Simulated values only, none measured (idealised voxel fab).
This is a process module. Its name is voxel spacer lines.
This is section cut - it's 275 nm across, gridded in 5 nm square cells.
This document writes a cross-section as a grid whose cells are square, and gives it as bands, listed from the top down; one or more rows of cells form a band. Heights first: top, then bottom, in nm. Then materials, left to right, each with a width in nm. "throughout" on a single material: fills the band edge to edge. "air": empty space. Height 0 is the level under which the wafer as received is all one material. The lowest band goes on downwards, as in "z 0 and below". So if you see something like "30..40" for the width, read it as the top row of the band sitting at the first number and the bottom row at the second, with every row in between moving by the same amount as the last. The cross-section has no changed cell in any step marked "no alterations made". In "Enclosed empty spaces" the enclosed voids are listed, meaning empty spaces of 8 cells or larger without any opening to the top. The form is width x height at distance, distance from the left edge, units nm. Whatever follows a step's settings on its line is a remark the simulator itself makes about that step. Steps that use a mask can have "overlay nm" on their line. It says how far the mask sat to the right of where it was meant to be. Negative means to the left.

**This section lists the process steps that were planned**
- 1: RECEIVE with material Si
- 2: CONFORMAL_DEP with material Al2O3, thk nm 5
- 3: DIRECTIONAL_DEP with material W, thk nm 20
- 4: DIRECTIONAL_DEP with material polySi, thk nm 20
- 5: PATTERN with tone cover, mask id MANDREL, material resist, width nm 20, pitch nm 60, thk nm 25, overlay nm 0
- 6: DIRECTIONAL_ETCH with etch materials polySi, depth nm 20
- 7: STRIP with etch materials resist
- 8: CONFORMAL_DEP with material SiO2, thk nm 10
- 9: DIRECTIONAL_ETCH with etch materials SiO2, depth nm 10
- 10: STRIP with etch materials polySi
- 11: DIRECTIONAL_ETCH with etch materials W, depth nm 20
- 12: STRIP with etch materials SiO2
- 13: FILL_DEP with material SiO2, thk nm 5
- 14: CMP with height nm 25

**The following pertains to the first of two wafers, which was processed as planned**

**Incoming wafer in cross-section (state: after step 1)**
* z 0 and below = Si throughout
* Enclosed empty spaces: none

**Sectional view: wafer, after step 2**
* z 5 to 0 = Al2O3 throughout
* Whatever lies below 0 is exactly as it was before.

**Sectional view: wafer, after step 3**
* z 25 to 5 = W throughout
* Whatever lies below 5 is exactly as it was before.

**Sectional view: wafer, after step 4**
* z 45 to 25 = polySi throughout
* Whatever lies below 25 is exactly as it was before.

**Sectional view: wafer, after step 5**
* z 70 to 45 = air 95 nm / resist 20 nm / air 40 nm / resist 20 nm / air 100 nm
* Whatever lies below 45 is exactly as it was before.

**Sectional view: wafer, after step 6**
* z 70 to 45 = air 95 nm / resist 20 nm / air 40 nm / resist 20 nm / air 100 nm
* z 45 to 25 = air 95 nm / polySi 20 nm / air 40 nm / polySi 20 nm / air 100 nm
* Whatever lies below 25 is exactly as it was before.

**Sectional view: wafer, after step 7**
* z 45 to 25 = air 95 nm / polySi 20 nm / air 40 nm / polySi 20 nm / air 100 nm
* Whatever lies below 25 is exactly as it was before.

**Sectional view: wafer, after step 8**
* z 55 to 45 = air 85 nm / SiO2 40 nm / air 20 nm / SiO2 40 nm / air 90 nm
* z 45 to 35 = air 85 nm / SiO2 10 nm / polySi 20 nm / SiO2 10 nm / air 20 nm / SiO2 10 nm / polySi 20 nm / SiO2 10 nm / air 90 nm
* z 35 to 25 = SiO2 95 nm / polySi 20 nm / SiO2 40 nm / polySi 20 nm / SiO2 100 nm
* Whatever lies below 25 is exactly as it was before.

**Sectional view: wafer, after step 9**
* z 45 to 25 = air 85 nm / SiO2 10 nm / polySi 20 nm / SiO2 10 nm / air 20 nm / SiO2 10 nm / polySi 20 nm / SiO2 10 nm / air 90 nm
* Whatever lies below 25 is exactly as it was before.

**Sectional view: wafer, after step 10**
* z 45 to 25 = air 85 nm / SiO2 10 nm / air 20 nm / SiO2 10 nm / air 20 nm / SiO2 10 nm / air 20 nm / SiO2 10 nm / air 90 nm
* Whatever lies below 25 is exactly as it was before.

**Sectional view: wafer, after step 11**
* z 45 to 25 = air 85 nm / SiO2 10 nm / air 20 nm / SiO2 10 nm / air 20 nm / SiO2 10 nm / air 20 nm / SiO2 10 nm / air 90 nm
* z 25 to 5 = air 85 nm / W 10 nm / air 20 nm / W 10 nm / air 20 nm / W 10 nm / air 20 nm / W 10 nm / air 90 nm
* Whatever lies below 5 is exactly as it was before.

**Sectional view: wafer, after step 12**
* z 25 to 5 = air 85 nm / W 10 nm / air 20 nm / W 10 nm / air 20 nm / W 10 nm / air 20 nm / W 10 nm / air 90 nm
* Whatever lies below 5 is exactly as it was before.

**Sectional view: wafer, after step 13**
* z 30 to 25 = SiO2 throughout
* z 25 to 5 = SiO2 85 nm / W 10 nm / SiO2 20 nm / W 10 nm / SiO2 20 nm / W 10 nm / SiO2 20 nm / W 10 nm / SiO2 90 nm
* Whatever lies below 5 is exactly as it was before.

**Sectional view: wafer, after step 14**
* z 25 to 5 = SiO2 85 nm / W 10 nm / SiO2 20 nm / W 10 nm / SiO2 20 nm / W 10 nm / SiO2 20 nm / W 10 nm / SiO2 90 nm
* Whatever lies below 5 is exactly as it was before.

**The remaining wafer, second of the two, started like the first and was run to the same plan, except that one mistake was made along the way; the two coincide through step 4, inclusive**

**Second wafer, section view, time point: scheduled end of step 5**
* z 70 to 45 = air 95 nm / resist 25 nm / air 35 nm / resist 25 nm / air 95 nm
* Whatever lies below 45 is exactly as it was before.

**Second wafer, section view, time point: scheduled end of step 6**
* z 70 to 45 = air 95 nm / resist 25 nm / air 35 nm / resist 25 nm / air 95 nm
* z 45 to 25 = air 95 nm / polySi 25 nm / air 35 nm / polySi 25 nm / air 95 nm
* Whatever lies below 25 is exactly as it was before.

**Second wafer, section view, time point: scheduled end of step 7**
* z 45 to 25 = air 95 nm / polySi 25 nm / air 35 nm / polySi 25 nm / air 95 nm
* Whatever lies below 25 is exactly as it was before.

**Second wafer, section view, time point: scheduled end of step 8**
* z 55 to 45 = air 85 nm / SiO2 45 nm / air 15 nm / SiO2 45 nm / air 85 nm
* z 45 to 35 = air 85 nm / SiO2 10 nm / polySi 25 nm / SiO2 10 nm / air 15 nm / SiO2 10 nm / polySi 25 nm / SiO2 10 nm / air 85 nm
* z 35 to 25 = SiO2 95 nm / polySi 25 nm / SiO2 35 nm / polySi 25 nm / SiO2 95 nm
* Whatever lies below 25 is exactly as it was before.

**Second wafer, section view, time point: scheduled end of step 9**
* z 45 to 25 = air 85 nm / SiO2 10 nm / polySi 25 nm / SiO2 10 nm / air 15 nm / SiO2 10 nm / polySi 25 nm / SiO2 10 nm / air 85 nm
* Whatever lies below 25 is exactly as it was before.

**Second wafer, section view, time point: scheduled end of step 10**
* z 45 to 25 = air 85 nm / SiO2 10 nm / air 25 nm / SiO2 10 nm / air 15 nm / SiO2 10 nm / air 25 nm / SiO2 10 nm / air 85 nm
* Whatever lies below 25 is exactly as it was before.

**Second wafer, section view, time point: scheduled end of step 11**
* z 45 to 25 = air 85 nm / SiO2 10 nm / air 25 nm / SiO2 10 nm / air 15 nm / SiO2 10 nm / air 25 nm / SiO2 10 nm / air 85 nm
* z 25 to 5 = air 85 nm / W 10 nm / air 25 nm / W 10 nm / air 15 nm / W 10 nm / air 25 nm / W 10 nm / air 85 nm
* Whatever lies below 5 is exactly as it was before.

**Second wafer, section view, time point: scheduled end of step 12**
* z 25 to 5 = air 85 nm / W 10 nm / air 25 nm / W 10 nm / air 15 nm / W 10 nm / air 25 nm / W 10 nm / air 85 nm
* Whatever lies below 5 is exactly as it was before.

**Second wafer, section view, time point: scheduled end of step 13**
* z 30 to 25 = SiO2 throughout
* z 25 to 5 = SiO2 85 nm / W 10 nm / SiO2 25 nm / W 10 nm / SiO2 15 nm / W 10 nm / SiO2 25 nm / W 10 nm / SiO2 85 nm
* Whatever lies below 5 is exactly as it was before.

**Second wafer, section view, time point: scheduled end of step 14**
* z 25 to 5 = SiO2 85 nm / W 10 nm / SiO2 25 nm / W 10 nm / SiO2 15 nm / W 10 nm / SiO2 25 nm / W 10 nm / SiO2 85 nm
* Whatever lies below 5 is exactly as it was before.
Short version of what went wrong: contrary to plan, step 5 was performed as PATTERN with tone cover, mask id MANDREL, material resist, width nm 25, pitch nm 60, thk nm 25, overlay nm 0
If you tally the cells, the second wafer ends up with the same amount of every material as the first; it's all just sitting in different places.
